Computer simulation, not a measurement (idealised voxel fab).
Module name: voxel gate over fins (process module)
The width of the displayed cross-section, cut, is 285 nm; its cells are square, with a size of 5 nm.
Cross-section format: a grid of square cells, given as bands from top to bottom; each band is one or more rows of cells. Band entry format. Leading values: height of top, height of bottom, nm. Remainder: materials in left-to-right order, each with its width in nm. Special words: "edge to edge" on a single material, which then fills the band edge to edge; "blank", empty space. Note: height 0 marks the level under which the wafer is uniformly one material as received. Lowest band unbounded below, written "0 -> down". Quick explanation for "30 to 40": the width changes in equal steps down the rows of cells, from the first number in the band's top row to the second number in its bottom row. "remained the same", as given for a step, is the statement that not any cell of the cross-section underwent a change during that step. The entry "Fully sealed cavities" lists the empty spaces that cover at least 8 cells and have no open path to the top. Each is written as width x height at distance, where the distance is measured from the left edge and all three values are in nm. Read whatever lies past the settings on a step's line as the simulator's own remark about the step. overlay nm, on a step with a mask: how far to the right of its planned place the mask lay; to the left if negative.
# Steps planned for the process
1,RECEIVE, material Si
2,CONFORMAL_DEP, material SiN, thk nm 10
3,MASKED_ETCH, tone cover, mask id FINS, width nm 15, pitch nm 35, etch materials SiN, depth nm 10, overlay nm 0
4,MASKED_ETCH, tone cover, mask id FINS, width nm 15, pitch nm 35, etch materials Si, depth nm 30, overlay nm 0
5,OXIDIZE, depth nm 5
6,FILL_DEP, material SiO2, thk nm 15
7,CMP, height nm 10
8,SELECTIVE_ETCH, etch materials SiO2, depth nm 25
9,STRIP, etch materials SiN
10,CONFORMAL_DEP, material HfO2, thk nm 5
11,CONFORMAL_DEP, material TiN, thk nm 5
12,CONFORMAL_DEP, material TiAl, thk nm 5
13,CONFORMAL_DEP, material TiN, thk nm 5
14,FILL_DEP, material W, thk nm 10
15,CMP, height nm 25
16,CONFORMAL_DEP, material SiN, thk nm 5
# Wafer cross-section on receipt, i.e. after step 1
* 0 -> down = Si edge to edge
* Fully sealed cavities: none
# Cross-sectional image of the first of two wafers at the end of the module, the run having proceeded as planned
* 30 -> 25 = SiN edge to edge
* 25 -> 20 = W edge to edge
* 20 -> 15 = W 100, TiN 80, W 105
* 15 -> 10 = W 100, TiN 5, TiAl 70, TiN 5, W 105
* 10 -> 5 = W 100, TiN 5, TiAl 5, TiN 25, TiAl 10, TiN 25, TiAl 5, TiN 5, W 105
* 5 -> 0 = TiN 105, TiAl 5, TiN 5, HfO2 15, TiN 5, TiAl 10, TiN 5, HfO2 15, TiN 5, TiAl 5, TiN 110
* 0 -> -5 = TiAl 110, TiN 5, HfO2 5, Si 5, HfO2 5, TiN 5, TiAl 10, TiN 5, HfO2 5, Si 5, HfO2 5, TiN 5, TiAl 115
* -5 -> -10 = TiN 115, HfO2 5, Si 5, HfO2 5, TiN 20, HfO2 5, Si 5, HfO2 5, TiN 120
* -10 -> -15 = HfO2 120, Si 5, HfO2 30, Si 5, HfO2 125
* -15 -> -35 = SiO2 120, Si 5, SiO2 30, Si 5, SiO2 125
* -35 -> down = Si edge to edge
* Fully sealed cavities: none
# Cross-section of the latter of the two wafers at module completion. It had an identical start and an identical plan to the former; in running it, one mistake was made
* 30 -> 25 = SiN edge to edge
* 25 -> 20 = W edge to edge
* 20 -> 15 = W 100, TiN 85, W 100
* 15 -> 10 = W 100, TiN 5, TiAl 75, TiN 5, W 100
* 10 -> 5 = W 100, TiN 5, TiAl 5, TiN 30, TiAl 5, TiN 30, TiAl 5, TiN 5, W 100
* 5 -> 0 = TiN 105, TiAl 5, TiN 5, HfO2 20, TiN 5, TiAl 5, TiN 5, HfO2 20, TiN 5, TiAl 5, TiN 105
* 0 -> -5 = TiAl 110, TiN 5, HfO2 5, Si 10, HfO2 5, TiN 5, TiAl 5, TiN 5, HfO2 5, Si 10, HfO2 5, TiN 5, TiAl 110
* -5 -> -10 = TiN 115, HfO2 5, Si 10, HfO2 5, TiN 15, HfO2 5, Si 10, HfO2 5, TiN 115
* -10 -> -15 = HfO2 120, Si 10, HfO2 25, Si 10, HfO2 120
* -15 -> -35 = SiO2 120, Si 10, SiO2 25, Si 10, SiO2 120
* -35 -> down = Si edge to edge
* Fully sealed cavities: none
Processing error: step 3 ran differently from the plan; actual operation with settings: MASKED_ETCH, tone cover, mask id FINS, width nm 20, pitch nm 35, etch materials SiN, depth nm 10, overlay nm 0
Looking at both finished wafers in cells, the second ends up ahead of or behind the first on some materials: Si +14 | SiO2 -8 | TiAl -3 | W -3
